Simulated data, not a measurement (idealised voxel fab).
A process module follows: voxel gate over fins.
For reference, the cross-section in this document is cut, with width 235 nm and square cells of 5 nm.
We lay out every cross-section as a grid of square cells and spell it out in bands from the top down, where one band means one or more rows of cells. Heights first: top, then bottom, in nm. Then materials, left to right, each with a width in nm. "throughout" on a single material: fills the band edge to edge. "air": empty space. For the purposes of this specification, 0 denotes the height below which the wafer in its as-received condition is composed wholly of one material, and the lowermost band, lacking a lower limit, extends downward without end, as expressed in "z 0 and below". It should be noted that a width expressed as "30 to 40" varies in equal increments from row to row of cells within the band, taking the value of the first number at the top row and that of the second number at the bottom row. The designation "remains unaltered", where it is given for a processing step, indicates that no cell of the cross-section was altered in the course of that step. Under "Closed internal voids" you'll find the enclosed gaps, the ones with no way out to the top, that are 8 cells or bigger; each reads width x height at distance, with distance counted from the left edge, everything in nm. On each step's line, the part that comes after the settings is the simulator's own comment on the step. If you see "overlay nm" on a step's line and that step has a mask, it's telling you how far right of where it was planned the mask ended up; a negative number means it went left instead.
Process steps - plan:
1,RECEIVE, material Si
2,CONFORMAL_DEP, material SiN, thk nm 5
3,PATTERN, tone cover, mask id FINS, material resist, width nm 15, pitch nm 35, thk nm 15, overlay nm 0
4,DIRECTIONAL_ETCH, etch materials SiN, depth nm 5
5,DIRECTIONAL_ETCH, etch materials Si, depth nm 35
6,STRIP, etch materials resist
7,FILL_DEP, material SiO2, thk nm 15
8,CMP, height nm 5
9,SELECTIVE_ETCH, etch materials SiO2, depth nm 15
10,STRIP, etch materials SiN
11,CONFORMAL_DEP, material HfO2, thk nm 5
12,CONFORMAL_DEP, material TiN, thk nm 5
13,CONFORMAL_DEP, material TiAl, thk nm 5
14,CONFORMAL_DEP, material TiN, thk nm 5
15,FILL_DEP, material W, thk nm 15
16,CMP, height nm 30
17,CONFORMAL_DEP, material SiCN, thk nm 5
Received-state cross-section, reflecting completion of step 1:
z 0 and below = Si throughout
Closed internal voids: none
Same starting wafer, same plan as above, one mistake in the execution; this is the cross-section at the end of the module:
z 35 to 30 = SiCN throughout
z 30 to 20 = W throughout
z 20 to 15 = TiN throughout
z 15 to 10 = TiAl throughout
z 10 to 5 = TiN throughout
z 5 to 0 = HfO2=95, then TiN=5, then HfO2=30, then TiN=5, then HfO2=100
z 0 to -5 = Si=90, then HfO2=5, then TiN=5, then HfO2=5, then Si=20, then HfO2=5, then TiN=5, then HfO2=5, then Si=95
z -5 to -10 = Si=90, then HfO2=15, then Si=20, then HfO2=15, then Si=95
z -10 to -35 = Si=90, then SiO2=15, then Si=20, then SiO2=15, then Si=95
z -35 and below = Si throughout
Closed internal voids: none
Error vs. plan: off-plan run, step 3, actual operation and settings PATTERN, tone open, mask id FINS, material resist, width nm 15, pitch nm 35, thk nm 15, overlay nm 0
